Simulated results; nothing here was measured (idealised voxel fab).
The process module presented herein is designated voxel quadruple lines.
For reference, the cross-section in this document is cut, with width 220 nm and square cells of 5 nm.
Bands, listed from the top down, are how a cross-section gets written in this document; the cross-section itself is a grid of square cells, and a band is one or more rows of them. Band entry format. Leading values: height of top, height of bottom, nm. Remainder: materials in left-to-right order, each with its width in nm. Special words: "everywhere" on a single material, which then fills the band edge to edge; "air", empty space. Counting heights begins at 0, where everything beneath is, in the wafer as received, one material. The lowest band has no bottom; it goes on downwards, as "z 0 and below" shows. The two numbers in a width such as "30..40" mark its ends across the band: the first belongs to the top row of cells, the second to the bottom row, and from each row to the next the width moves by the same amount. When a step is marked "remained the same", none of the cells in the cross-section changed during that step. Entry "Voids lacking openings". Content: empty spaces with no open connection to the top, size 8 cells or greater. Each: width x height at distance. Distance: from left edge. Unit: nm. Step line, after settings: the simulator's comment on this step. "overlay nm" on a masked step: distance the mask lay right of its planned place, negative for left.

## Steps planned for the process
| 1 | RECEIVE | material Si |
| 2 | CONFORMAL_DEP | material SiO2 | thk nm 5 |
| 3 | DIRECTIONAL_DEP | material Ru | thk nm 10 |
| 4 | DIRECTIONAL_DEP | material polySi | thk nm 20 |
| 5 | DIRECTIONAL_DEP | material aC | thk nm 20 |
| 6 | PATTERN | tone cover | mask id MANDREL | material resist | width nm 20 | pitch nm 60 | thk nm 30 | overlay nm 0 |
| 7 | DIRECTIONAL_ETCH | etch materials aC | depth nm 20 |
| 8 | STRIP | etch materials resist |
| 9 | CONFORMAL_DEP | material SiO2 | thk nm 10 |
| 10 | DIRECTIONAL_ETCH | etch materials SiO2 | depth nm 10 |
| 11 | STRIP | etch materials aC |
| 12 | DIRECTIONAL_ETCH | etch materials polySi | depth nm 20 |
| 13 | STRIP | etch materials SiO2 |
| 14 | CONFORMAL_DEP | material SiCN | thk nm 5 |
| 15 | DIRECTIONAL_ETCH | etch materials SiCN | depth nm 5 |
| 16 | STRIP | etch materials polySi |
| 17 | DIRECTIONAL_ETCH | etch materials Ru | depth nm 10 |
| 18 | STRIP | etch materials SiCN |
| 19 | FILL_DEP | material lowk | thk nm 10 |
| 20 | CMP | height nm 15 |

## Shown in cross-section is the wafer as received, that is, as it stands after step 1
* z 0 and below  Si everywhere
* Voids lacking openings: none

## Cross-section: first of two wafers, module finished, run according to plan
* z 15 to 5  lowk (55)  Ru (5)  lowk (10)  Ru (5)  lowk (10)  Ru (5)  lowk (10)  Ru (5)  lowk (10)  Ru (5)  lowk (10)  Ru (5)  lowk (10)  Ru (5)  lowk (10)  Ru (5)  lowk (55)
* z 5 to 0  SiO2 everywhere
* z 0 and below  Si everywhere
* Voids lacking openings: none

## Presented here is a cross-section of the second of the two wafers as it stood at the end of the module. It was started in the same manner and assigned the same plan as the first wafer; however, one mistake was made in its execution
* z 15 to 5  lowk (55)  Ru (5)  lowk (10)  Ru (5)  lowk (15)  Ru (5)  lowk (10)  Ru (5)  lowk (5)  Ru (5)  lowk (10)  Ru (5)  lowk (15)  Ru (5)  lowk (10)  Ru (5)  lowk (50)
* z 5 to 0  SiO2 everywhere
* z 0 and below  Si everywhere
* Voids lacking openings: none
what went wrong: step 6 off recipe, ran as PATTERN | tone cover | mask id MANDREL | material resist | width nm 25 | pitch nm 60 | thk nm 30 | overlay nm 0
Same inventory, different map: at the end, the second wafer holds as many cells of each material as the first, placed elsewhere.
